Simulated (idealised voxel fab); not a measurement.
This is a process module. Its name is voxel wiring stack.
Section cut is 200 nm wide and gridded with 5 nm square cells.
Heads up, the way a cross-section reads in here is a grid of square cells, handed over as bands from the top down, with every band being one or more rows of cells.
Read a band's entry like this: the first values are the height of its top and the height of its bottom in nm, and what follows is the sequence of materials from left to right, each with its width in nm. Note that "empty" is empty space, and that a single material marked "everywhere" reaches across the band from edge to edge.
We count height from 0. Below that, the starting wafer is all one material. The lowest band never ends at the bottom but goes on down; see "z 0 and below" for how that is written.
A width such as "30 to 40" changes by the same amount from each row of cells to the next, from the band's top row to its bottom row.
Basically "no alteration" means that step didn't change any cell in the cross-section.
Look at "Closed void roster" for the closed voids: empty spaces with no open path to the top, sized 8 cells or up. Each is width x height at distance, distance from the left edge, all nm.
Read whatever lies past the settings on a step's line as the simulator's own remark about the step.
On any step carrying a mask, the "overlay nm" setting, if present on the step's line, tells how far right of its planned place the mask lay; negative values point to the left.
## Steps in the process plan
1 RECEIVE, material Si
2 CONFORMAL_DEP, material SiO2, thk nm 10
3 DIRECTIONAL_DEP, material TiN, thk nm 5
4 DIRECTIONAL_DEP, material Ru, thk nm 25
5 PATTERN, tone cover, mask id METAL_1, material resist, width nm 30, pitch nm 45, thk nm 20, overlay nm 0
6 DIRECTIONAL_ETCH, etch materials Ru, depth nm 25
7 DIRECTIONAL_ETCH, etch materials TiN, depth nm 5
8 STRIP, etch materials resist
9 FILL_DEP, material SiO2, thk nm 10
10 CMP, height nm 40
11 CONFORMAL_DEP, material SiCN, thk nm 5
12 DIRECTIONAL_DEP, material lowk, thk nm 10
13 PATTERN, tone open, mask id PLUG_1, material resist, width nm 15, pitch nm 45, thk nm 15, overlay nm 0
14 DIRECTIONAL_ETCH, etch materials lowk, depth nm 10
15 DIRECTIONAL_ETCH, etch materials SiCN, depth nm 5
16 STRIP, etch materials resist
17 CONFORMAL_DEP, material TiN, thk nm 5
18 FILL_DEP, material Cu, thk nm 5
19 CMP, height nm 55
20 CONFORMAL_DEP, material SiCN, thk nm 5
21 DIRECTIONAL_DEP, material lowk, thk nm 25
22 PATTERN, tone open, mask id METAL_2, material resist, width nm 30, pitch nm 45, thk nm 15, overlay nm -15
23 DIRECTIONAL_ETCH, etch materials lowk, depth nm 25
24 DIRECTIONAL_ETCH, etch materials SiCN, depth nm 5
25 STRIP, etch materials resist
26 CONFORMAL_DEP, material TiN, thk nm 5
27 FILL_DEP, material Ru, thk nm 10
28 CMP, height nm 85
29 EPI, material Ru, thk nm 5
30 FILL_DEP, material SiCN, thk nm 5
The overlay nm used in step 22 is not the same on every wafer, whereas the starting condition is; the value printed in the plan is the first wafer's.
## As-received cross-section, first of several wafers, post step 1
  z 0 and below | Si everywhere
  Closed void roster: none
## Tabulated below, wafer by wafer, are the end-of-module results: for each material, the number of cells gained (+) or lost (-) relative to the as-received state, followed by the closed voids
overlay nm -15; +6 Cu; +174 Ru; +109 SiCN; +212 SiO2; +87 TiN; +172 lowk; Closed void roster: none
overlay nm -10; +6 Cu; +174 Ru; +109 SiCN; +212 SiO2; +87 TiN; +172 lowk; Closed void roster: none
overlay nm -5; +6 Cu; +174 Ru; +109 SiCN; +212 SiO2; +87 TiN; +172 lowk; Closed void roster: none
overlay nm 0; +6 Cu; +174 Ru; +109 SiCN; +212 SiO2; +87 TiN; +172 lowk; Closed void roster: none
overlay nm 5; +6 Cu; +174 Ru; +109 SiCN; +212 SiO2; +87 TiN; +172 lowk; Closed void roster: none
overlay nm 10; +6 Cu; +174 Ru; +109 SiCN; +212 SiO2; +87 TiN; +172 lowk; Closed void roster: none
overlay nm 15; +6 Cu; +174 Ru; +109 SiCN; +212 SiO2; +87 TiN; +172 lowk; Closed void roster: none
